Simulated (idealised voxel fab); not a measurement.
Presented below is a process module, voxel fin reveal.
Cross-sectional view cut (width: 145 nm; square cell size: 5 nm).
A cross-section is written here as square cells arranged in a grid, and it is given in bands from the top down, each band taking up one or more rows of cells. The band entry comprises the height of the band's top followed by the height of its bottom, expressed in nm, and subsequently the band's materials from left to right, each stated together with its width in nm. Where a single material is marked with the word "throughout", that material fills the band from edge to edge. The word "air" represents empty space. For the purposes of this specification, 0 denotes the height below which the wafer in its as-received condition is composed wholly of one material, and the lowermost band, lacking a lower limit, extends downward without end, as expressed in "0 nm and below". The two numbers in a width such as "30 to 40" mark its ends across the band: the first belongs to the top row of cells, the second to the bottom row, and from each row to the next the width moves by the same amount. It should be understood that the words "nothing changed", when stated for a given step, signify that the cross-section underwent no change in any of its cells during that step. Enclosed voids (no open way to top), threshold 8 cells or more, entry "Voids, sealed", notation width x height at distance, distance from left edge, nm. Whatever follows a step's settings on its line is a remark the simulator itself makes about that step. overlay nm: where the mask lay relative to plan, measured to the right, on steps with a mask; negatives go left.
PROCESS STEPS FORESEEN IN THE PLAN
| 1 | RECEIVE (material Si) |
| 2 | CONFORMAL_DEP (material SiN; thk nm 10) |
| 3 | PATTERN (tone cover; mask id FINS; material resist; width nm 15; pitch nm 40; thk nm 20; overlay nm 0) |
| 4 | DIRECTIONAL_ETCH (etch materials SiN; depth nm 10) |
| 5 | DIRECTIONAL_ETCH (etch materials Si; depth nm 35) |
| 6 | STRIP (etch materials resist) |
| 7 | FILL_DEP (material SiO2; thk nm 5) |
| 8 | CMP (height nm 10) |
| 9 | SELECTIVE_ETCH (etch materials SiO2; depth nm 20) |
| 10 | STRIP (etch materials SiN) |
| 11 | CONFORMAL_DEP (material HfO2; thk nm 5) |
FIRST WAFER OF TWO (RUN AS PLANNED)
CROSS-SECTIONAL VIEW OF THE WAFER IN ITS AS-RECEIVED CONDITION, CORRESPONDING TO THE STATE AFTER STEP 1
	0 nm and below = Si throughout
	Voids, sealed: none
TAKE A LOOK AT THE WAFER'S CROSS-SECTION AFTER STEP 2
	10 nm to 0 nm = SiN throughout
	Under 0: no change, same as before.
TAKE A LOOK AT THE WAFER'S CROSS-SECTION AFTER STEP 3
	30 nm to 10 nm = 45 air, 15 resist, 25 air, 15 resist, 45 air
	Under 10: no change, same as before.
TAKE A LOOK AT THE WAFER'S CROSS-SECTION AFTER STEP 4
	30 nm to 10 nm = 45 air, 15 resist, 25 air, 15 resist, 45 air
	10 nm to 0 nm = 45 air, 15 SiN, 25 air, 15 SiN, 45 air
	Under 0: no change, same as before.
TAKE A LOOK AT THE WAFER'S CROSS-SECTION AFTER STEP 5
	30 nm to 10 nm = 45 air, 15 resist, 25 air, 15 resist, 45 air
	10 nm to 0 nm = 45 air, 15 SiN, 25 air, 15 SiN, 45 air
	0 nm to -35 nm = 45 air, 15 Si, 25 air, 15 Si, 45 air
	Under -35: no change, same as before.
TAKE A LOOK AT THE WAFER'S CROSS-SECTION AFTER STEP 6
	10 nm to 0 nm = 45 air, 15 SiN, 25 air, 15 SiN, 45 air
	Under 0: no change, same as before.
TAKE A LOOK AT THE WAFER'S CROSS-SECTION AFTER STEP 7
	15 nm to 10 nm = SiO2 throughout
	10 nm to 0 nm = 45 SiO2, 15 SiN, 25 SiO2, 15 SiN, 45 SiO2
	0 nm to -35 nm = 45 SiO2, 15 Si, 25 SiO2, 15 Si, 45 SiO2
	Under -35: no change, same as before.
TAKE A LOOK AT THE WAFER'S CROSS-SECTION AFTER STEP 8
	10 nm to 0 nm = 45 SiO2, 15 SiN, 25 SiO2, 15 SiN, 45 SiO2
	Under 0: no change, same as before.
TAKE A LOOK AT THE WAFER'S CROSS-SECTION AFTER STEP 9
	10 nm to 0 nm = 45 air, 15 SiN, 25 air, 15 SiN, 45 air
	0 nm to -10 nm = 45 air, 15 Si, 25 air, 15 Si, 45 air
	Under -10: no change, same as before.
TAKE A LOOK AT THE WAFER'S CROSS-SECTION AFTER STEP 10
	0 nm to -10 nm = 45 air, 15 Si, 25 air, 15 Si, 45 air
	Under -10: no change, same as before.
TAKE A LOOK AT THE WAFER'S CROSS-SECTION AFTER STEP 11
	5 nm to 0 nm = 40 air, 25 HfO2, 15 air, 25 HfO2, 40 air
	0 nm to -5 nm = 40 air, 5 HfO2, 15 Si, 5 HfO2, 15 air, 5 HfO2, 15 Si, 5 HfO2, 40 air
	-5 nm to -10 nm = 45 HfO2, 15 Si, 25 HfO2, 15 Si, 45 HfO2
	Under -10: no change, same as before.
IT IS TO BE NOTED THAT THE SECOND WAFER PROCEEDED FROM THE SAME INITIAL STATE AND ACCORDING TO THE SAME PLAN AS THE FIRST, ALTHOUGH ONE MISTAKE WAS COMMITTED IN ITS EXECUTION; THROUGH STEP 2, INCLUSIVE, THE TWO WAFERS SHARE AN IDENTICAL HISTORY
THE SECOND WAFER CUT THROUGH, AT THE TIME STEP 3 WAS SUPPOSED TO BE FINISHED
	30 nm to 10 nm = 35 air, 15 resist, 25 air, 15 resist, 55 air
	Under 10: no change, same as before.
THE SECOND WAFER CUT THROUGH, AT THE TIME STEP 4 WAS SUPPOSED TO BE FINISHED
	30 nm to 10 nm = 35 air, 15 resist, 25 air, 15 resist, 55 air
	10 nm to 0 nm = 35 air, 15 SiN, 25 air, 15 SiN, 55 air
	Under 0: no change, same as before.
THE SECOND WAFER CUT THROUGH, AT THE TIME STEP 5 WAS SUPPOSED TO BE FINISHED
	30 nm to 10 nm = 35 air, 15 resist, 25 air, 15 resist, 55 air
	10 nm to 0 nm = 35 air, 15 SiN, 25 air, 15 SiN, 55 air
	0 nm to -35 nm = 35 air, 15 Si, 25 air, 15 Si, 55 air
	Under -35: no change, same as before.
THE SECOND WAFER CUT THROUGH, AT THE TIME STEP 6 WAS SUPPOSED TO BE FINISHED
	10 nm to 0 nm = 35 air, 15 SiN, 25 air, 15 SiN, 55 air
	Under 0: no change, same as before.
THE SECOND WAFER CUT THROUGH, AT THE TIME STEP 7 WAS SUPPOSED TO BE FINISHED
	15 nm to 10 nm = SiO2 throughout
	10 nm to 0 nm = 35 SiO2, 15 SiN, 25 SiO2, 15 SiN, 55 SiO2
	0 nm to -35 nm = 35 SiO2, 15 Si, 25 SiO2, 15 Si, 55 SiO2
	Under -35: no change, same as before.
THE SECOND WAFER CUT THROUGH, AT THE TIME STEP 8 WAS SUPPOSED TO BE FINISHED
	10 nm to 0 nm = 35 SiO2, 15 SiN, 25 SiO2, 15 SiN, 55 SiO2
	Under 0: no change, same as before.
THE SECOND WAFER CUT THROUGH, AT THE TIME STEP 9 WAS SUPPOSED TO BE FINISHED
	10 nm to 0 nm = 35 air, 15 SiN, 25 air, 15 SiN, 55 air
	0 nm to -10 nm = 35 air, 15 Si, 25 air, 15 Si, 55 air
	Under -10: no change, same as before.
THE SECOND WAFER CUT THROUGH, AT THE TIME STEP 10 WAS SUPPOSED TO BE FINISHED
	0 nm to -10 nm = 35 air, 15 Si, 25 air, 15 Si, 55 air
	Under -10: no change, same as before.
THE SECOND WAFER CUT THROUGH, AT THE TIME STEP 11 WAS SUPPOSED TO BE FINISHED
	5 nm to 0 nm = 30 air, 25 HfO2, 15 air, 25 HfO2, 50 air
	0 nm to -5 nm = 30 air, 5 HfO2, 15 Si, 5 HfO2, 15 air, 5 HfO2, 15 Si, 5 HfO2, 50 air
	-5 nm to -10 nm = 35 HfO2, 15 Si, 25 HfO2, 15 Si, 55 HfO2
	Under -10: no change, same as before.
What went wrong in running the wafer? step 3 ran differently from the plan; actual operation with settings: PATTERN (tone cover; mask id FINS; material resist; width nm 15; pitch nm 40; thk nm 20; overlay nm -10)
at the end the second wafer has, in cells: as many of each material as the first, in other places
